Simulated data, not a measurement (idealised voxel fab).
Process module heading - voxel self aligned vias
Section cut is 235 nm wide and gridded with 5 nm square cells.
The cross-sections in this document take the form of a grid made of square cells. They are written out as bands, in order from top to bottom. Each band consists of one or more rows of cells.
For a band, the entry starts with two heights in nm, that of the top and then that of the bottom, and carries on with the band's materials in order from left to right, each alongside its width in nm; the word "throughout" beside a single material means it fills the band edge to edge, and "blank" means empty space.
It should be noted that heights are counted from 0, beneath which the wafer as supplied is of one material throughout, and that the lowest band possesses no lower boundary but continues downward, as written in "z 0 and below".
It should be noted that a width expressed as "30..40" varies in equal increments from row to row of cells within the band, taking the value of the first number at the top row and that of the second number at the bottom row.
"nothing changed" (step): cross-section cells unchanged, all of them.
Reported under the label "Fully sealed voids" are the empty spaces having no open way to the top and comprising 8 cells or more; the notation for each is width x height at distance, in which the distance is measured from the left edge and all three values are in nm.
Heads up: the bit after the settings on a step's line is the simulator's remark on that step.
The optional step-line setting "overlay nm" applies to steps with a mask and quantifies how far to the right of its planned location the mask lay, a negative value indicating leftward placement.

**The process steps that were planned are listed below**
1 RECEIVE [material Si]
2 CONFORMAL_DEP [material SiO2] [thk nm 10]
3 CONFORMAL_DEP [material SiCN] [thk nm 5]
4 DIRECTIONAL_DEP [material SiO2] [thk nm 20]
5 PATTERN [tone open] [mask id LINES] [material resist] [width nm 30] [pitch nm 70] [thk nm 20] [overlay nm 0]
6 DIRECTIONAL_ETCH [etch materials SiO2] [depth nm 20]
7 STRIP [etch materials resist]
8 CONFORMAL_DEP [material TiN] [thk nm 5]
9 FILL_DEP [material Ru] [thk nm 5]
10 CMP [height nm 35]
11 SELECTIVE_ETCH [etch materials W Ru TiN] [depth nm 10]
12 FILL_DEP [material SiN] [thk nm 5]
13 CMP [height nm 35]
14 DIRECTIONAL_DEP [material SiO2] [thk nm 15]
15 DIRECTIONAL_DEP [material aC] [thk nm 15]
16 PATTERN [tone open] [mask id VIAS] [material resist] [width nm 50] [pitch nm 70] [thk nm 35] [overlay nm 0]
17 DIRECTIONAL_ETCH [etch materials aC] [depth nm 15]
18 STRIP [etch materials resist]
19 DIRECTIONAL_ETCH [etch materials SiO2] [depth nm 15]
20 DIRECTIONAL_ETCH [etch materials SiN] [depth nm 10]
21 STRIP [etch materials aC]
22 CONFORMAL_DEP [material TiN] [thk nm 5]
23 FILL_DEP [material W] [thk nm 5]
24 CMP [height nm 50]
25 CONFORMAL_DEP [material SiCN] [thk nm 5]

**First out of two wafers; run went to plan**

**As-received wafer cross-section (after step 1)**
z 0 and below = Si throughout
Fully sealed voids: none

**How the wafer stands in section after step 2**
z 10 to 0 = SiO2 throughout
Unchanged below 0.

**How the wafer stands in section after step 3**
z 15 to 10 = SiCN throughout
Unchanged below 10.

**How the wafer stands in section after step 4**
z 35 to 15 = SiO2 throughout
Unchanged below 15.

**How the wafer stands in section after step 5**
z 55 to 35 = 30 resist / 30 blank / 40 resist / 30 blank / 40 resist / 30 blank / 35 resist
Unchanged below 35.

**How the wafer stands in section after step 6**
z 55 to 35 = 30 resist / 30 blank / 40 resist / 30 blank / 40 resist / 30 blank / 35 resist
z 35 to 15 = 30 SiO2 / 30 blank / 40 SiO2 / 30 blank / 40 SiO2 / 30 blank / 35 SiO2
Unchanged below 15.

**How the wafer stands in section after step 7**
z 35 to 15 = 30 SiO2 / 30 blank / 40 SiO2 / 30 blank / 40 SiO2 / 30 blank / 35 SiO2
Unchanged below 15.

**How the wafer stands in section after step 8**
z 40 to 35 = 35 TiN / 20 blank / 50 TiN / 20 blank / 50 TiN / 20 blank / 40 TiN
z 35 to 20 = 30 SiO2 / 5 TiN / 20 blank / 5 TiN / 40 SiO2 / 5 TiN / 20 blank / 5 TiN / 40 SiO2 / 5 TiN / 20 blank / 5 TiN / 35 SiO2
z 20 to 15 = 30 SiO2 / 30 TiN / 40 SiO2 / 30 TiN / 40 SiO2 / 30 TiN / 35 SiO2
Unchanged below 15.

**How the wafer stands in section after step 9**
z 45 to 40 = Ru throughout
z 40 to 35 = 35 TiN / 20 Ru / 50 TiN / 20 Ru / 50 TiN / 20 Ru / 40 TiN
z 35 to 20 = 30 SiO2 / 5 TiN / 20 Ru / 5 TiN / 40 SiO2 / 5 TiN / 20 Ru / 5 TiN / 40 SiO2 / 5 TiN / 20 Ru / 5 TiN / 35 SiO2
Unchanged below 20.

**How the wafer stands in section after step 10**
z 35 to 20 = 30 SiO2 / 5 TiN / 20 Ru / 5 TiN / 40 SiO2 / 5 TiN / 20 Ru / 5 TiN / 40 SiO2 / 5 TiN / 20 Ru / 5 TiN / 35 SiO2
Unchanged below 20.

**How the wafer stands in section after step 11**
z 35 to 25 = 30 SiO2 / 30 blank / 40 SiO2 / 30 blank / 40 SiO2 / 30 blank / 35 SiO2
Unchanged below 25.

**How the wafer stands in section after step 12**
z 40 to 35 = SiN throughout
z 35 to 25 = 30 SiO2 / 30 SiN / 40 SiO2 / 30 SiN / 40 SiO2 / 30 SiN / 35 SiO2
Unchanged below 25.

**How the wafer stands in section after step 13**
z 35 to 25 = 30 SiO2 / 30 SiN / 40 SiO2 / 30 SiN / 40 SiO2 / 30 SiN / 35 SiO2
Unchanged below 25.

**How the wafer stands in section after step 14**
z 50 to 35 = SiO2 throughout
Unchanged below 35.

**How the wafer stands in section after step 15**
z 65 to 50 = aC throughout
Unchanged below 50.

**How the wafer stands in section after step 16**
z 100 to 65 = 20 resist / 50 blank / 20 resist / 50 blank / 20 resist / 50 blank / 25 resist
Unchanged below 65.

**How the wafer stands in section after step 17**
z 85 to 65 = 20 resist / 50 blank / 20 resist / 50 blank / 20 resist / 50 blank / 25 resist
z 65 to 50 = 20 aC / 50 blank / 20 aC / 50 blank / 20 aC / 50 blank / 25 aC
Unchanged below 50.

**How the wafer stands in section after step 18**
z 65 to 50 = 20 aC / 50 blank / 20 aC / 50 blank / 20 aC / 50 blank / 25 aC
Unchanged below 50.

**How the wafer stands in section after step 19**
z 65 to 50 = 20 aC / 50 blank / 20 aC / 50 blank / 20 aC / 50 blank / 25 aC
z 50 to 35 = 20 SiO2 / 50 blank / 20 SiO2 / 50 blank / 20 SiO2 / 50 blank / 25 SiO2
Unchanged below 35.

**How the wafer stands in section after step 20**
z 65 to 50 = 20 aC / 50 blank / 20 aC / 50 blank / 20 aC / 50 blank / 25 aC
z 50 to 35 = 20 SiO2 / 50 blank / 20 SiO2 / 50 blank / 20 SiO2 / 50 blank / 25 SiO2
z 35 to 25 = 30 SiO2 / 30 blank / 40 SiO2 / 30 blank / 40 SiO2 / 30 blank / 35 SiO2
Unchanged below 25.

**How the wafer stands in section after step 21**
z 50 to 35 = 20 SiO2 / 50 blank / 20 SiO2 / 50 blank / 20 SiO2 / 50 blank / 25 SiO2
Unchanged below 35.

**How the wafer stands in section after step 22**
z 55 to 50 = 25 TiN / 40 blank / 30 TiN / 40 blank / 30 TiN / 40 blank / 30 TiN
z 50 to 40 = 20 SiO2 / 5 TiN / 40 blank / 5 TiN / 20 SiO2 / 5 TiN / 40 blank / 5 TiN / 20 SiO2 / 5 TiN / 40 blank / 5 TiN / 25 SiO2
z 40 to 30 = 20..30 SiO2 / 15..5 TiN / 20 blank / 15..5 TiN / 20..40 SiO2 / 15..5 TiN / 20 blank / 15..5 TiN / 20..40 SiO2 / 15..5 TiN / 20 blank / 15..5 TiN / 25..35 SiO2
z 30 to 25 = 30 SiO2 / 30 TiN / 40 SiO2 / 30 TiN / 40 SiO2 / 30 TiN / 35 SiO2
Unchanged below 25.

**How the wafer stands in section after step 23**
z 60 to 55 = W throughout
z 55 to 50 = 25 TiN / 40 W / 30 TiN / 40 W / 30 TiN / 40 W / 30 TiN
z 50 to 40 = 20 SiO2 / 5 TiN / 40 W / 5 TiN / 20 SiO2 / 5 TiN / 40 W / 5 TiN / 20 SiO2 / 5 TiN / 40 W / 5 TiN / 25 SiO2
z 40 to 30 = 20..30 SiO2 / 15..5 TiN / 20 W / 15..5 TiN / 20..40 SiO2 / 15..5 TiN / 20 W / 15..5 TiN / 20..40 SiO2 / 15..5 TiN / 20 W / 15..5 TiN / 25..35 SiO2
Unchanged below 30.

**How the wafer stands in section after step 24**
z 50 to 40 = 20 SiO2 / 5 TiN / 40 W / 5 TiN / 20 SiO2 / 5 TiN / 40 W / 5 TiN / 20 SiO2 / 5 TiN / 40 W / 5 TiN / 25 SiO2
Unchanged below 40.

**How the wafer stands in section after step 25**
z 55 to 50 = SiCN throughout
Unchanged below 50.

**Second Wafer (Identical Start and Plan, One Processing Error; Matches First Wafer Through Step 21)**

**Second wafer: cross-section at the scheduled end of step 22**
z 55 to 50 = 25 aC / 40 blank / 30 aC / 40 blank / 30 aC / 40 blank / 30 aC
z 50 to 40 = 20 SiO2 / 5 aC / 40 blank / 5 aC / 20 SiO2 / 5 aC / 40 blank / 5 aC / 20 SiO2 / 5 aC / 40 blank / 5 aC / 25 SiO2
z 40 to 30 = 20..30 SiO2 / 15..5 aC / 20 blank / 15..5 aC / 20..40 SiO2 / 15..5 aC / 20 blank / 15..5 aC / 20..40 SiO2 / 15..5 aC / 20 blank / 15..5 aC / 25..35 SiO2
z 30 to 25 = 30 SiO2 / 30 aC / 40 SiO2 / 30 aC / 40 SiO2 / 30 aC / 35 SiO2
Unchanged below 25.

**Second wafer: cross-section at the scheduled end of step 23**
z 60 to 55 = W throughout
z 55 to 50 = 25 aC / 40 W / 30 aC / 40 W / 30 aC / 40 W / 30 aC
z 50 to 40 = 20 SiO2 / 5 aC / 40 W / 5 aC / 20 SiO2 / 5 aC / 40 W / 5 aC / 20 SiO2 / 5 aC / 40 W / 5 aC / 25 SiO2
z 40 to 30 = 20..30 SiO2 / 15..5 aC / 20 W / 15..5 aC / 20..40 SiO2 / 15..5 aC / 20 W / 15..5 aC / 20..40 SiO2 / 15..5 aC / 20 W / 15..5 aC / 25..35 SiO2
Unchanged below 30.

**Second wafer: cross-section at the scheduled end of step 24**
z 50 to 40 = 20 SiO2 / 5 aC / 40 W / 5 aC / 20 SiO2 / 5 aC / 40 W / 5 aC / 20 SiO2 / 5 aC / 40 W / 5 aC / 25 SiO2
Unchanged below 40.

**Second wafer: cross-section at the scheduled end of step 25**
z 55 to 50 = SiCN throughout
Unchanged below 50.
Which mistake was made when the wafer was run? note that step 22 departed from the planned setting and was carried out as CONFORMAL_DEP [material aC] [thk nm 5]
Final tally in cells, some materials are higher or lower on the second wafer than on the first: TiN -54; aC +54
